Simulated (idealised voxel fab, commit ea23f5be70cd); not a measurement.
Title: Process Module voxel self aligned vias
In the cross-section labelled cut, the width is 235 nm and each square cell is 5 nm.
Cross-section layout: square cells on a grid; listed as bands, top to bottom; a band spans one or more cell rows.
Top height, bottom height, nm. Materials left to right, width each, nm. Single material + "throughout" = fills band edge to edge. "empty" = empty.
Note: height 0 marks the level under which the wafer is uniformly one material as received. Lowest band unbounded below, written "0 nm and below".
Width "30 to 40": first value at the band's top row of cells, second value at its bottom row, equal change from row to row.
Step marked "remained unchanged"? Then no cell in the cross-section changed in it.
"Closed void list" - sealed voids, min. 8 cells, no opening to top; format: width x height at distance (distance from left edge; nm throughout).
What comes after the settings on a step's line is commentary from the simulator itself on that step.
A step's line can hold "overlay nm"; with a mask on that step, the setting says how far right of the planned place the mask lay, while a negative setting says it lay to the left.
BELOW IS THE LIST OF PLANNED PROCESS STEPS
1 RECEIVE (material Si)
2 CONFORMAL_DEP (material SiO2; thk nm 10)
3 CONFORMAL_DEP (material SiCN; thk nm 5)
4 DIRECTIONAL_DEP (material lowk; thk nm 20)
5 PATTERN (tone open; mask id LINES; material resist; width nm 20; pitch nm 60; thk nm 20; overlay nm 0)
6 DIRECTIONAL_ETCH (etch materials lowk; depth nm 20)
7 STRIP (etch materials resist)
8 CONFORMAL_DEP (material TiN; thk nm 5)
9 FILL_DEP (material W; thk nm 5)
10 CMP (height nm 35)
11 SELECTIVE_ETCH (etch materials W Ru TiN; depth nm 10)
12 FILL_DEP (material SiN; thk nm 10)
13 CMP (height nm 35)
14 DIRECTIONAL_DEP (material lowk; thk nm 15)
15 PATTERN (tone open; mask id VIAS; material resist; width nm 40; pitch nm 60; thk nm 20; overlay nm 0)
16 DIRECTIONAL_ETCH (etch materials lowk; depth nm 15)
17 DIRECTIONAL_ETCH (etch materials SiN; depth nm 10)
18 STRIP (etch materials resist)
19 CONFORMAL_DEP (material TiN; thk nm 5)
20 FILL_DEP (material W; thk nm 5)
21 CMP (height nm 50)
22 CONFORMAL_DEP (material SiCN; thk nm 5)
WAFER AS RECEIVED: CROSS-SECTION FOLLOWING STEP 1
	0 nm and below = Si throughout
	Closed void list: none
POST-MODULE CROSS-SECTION: IDENTICAL START AND PLAN TO THOSE ABOVE, ONE MISSTEP IN EXECUTION
	55 nm to 50 nm = SiCN throughout
	50 nm to 40 nm = lowk 35 nm | TiN 5 nm | W 30 nm | TiN 5 nm | lowk 20 nm | TiN 5 nm | W 30 nm | TiN 5 nm | lowk 20 nm | TiN 5 nm | W 30 nm | TiN 5 nm | lowk 40 nm
	40 nm to 30 nm = lowk 35 to 55 nm | TiN 25 to 5 nm | W 10 nm | TiN 5 nm | lowk 20 to 40 nm | TiN 25 to 5 nm | W 10 nm | TiN 5 nm | lowk 20 to 40 nm | TiN 25 to 5 nm | W 10 nm | TiN 5 nm | lowk 40 nm
	30 nm to 25 nm = lowk 55 nm | TiN 20 nm | lowk 40 nm | TiN 20 nm | lowk 40 nm | TiN 20 nm | lowk 40 nm
	25 nm to 20 nm = lowk 55 nm | TiN 5 nm | W 10 nm | TiN 5 nm | lowk 40 nm | TiN 5 nm | W 10 nm | TiN 5 nm | lowk 40 nm | TiN 5 nm | W 10 nm | TiN 5 nm | lowk 40 nm
	20 nm to 15 nm = lowk 55 nm | TiN 20 nm | lowk 40 nm | TiN 20 nm | lowk 40 nm | TiN 20 nm | lowk 40 nm
	15 nm to 10 nm = SiCN throughout
	10 nm to 0 nm = SiO2 throughout
	0 nm and below = Si throughout
	Closed void list: none
Plan not followed: note that step 5 departed from the planned setting and was carried out as PATTERN (tone open; mask id LINES; material resist; width nm 20; pitch nm 60; thk nm 20; overlay nm 10)
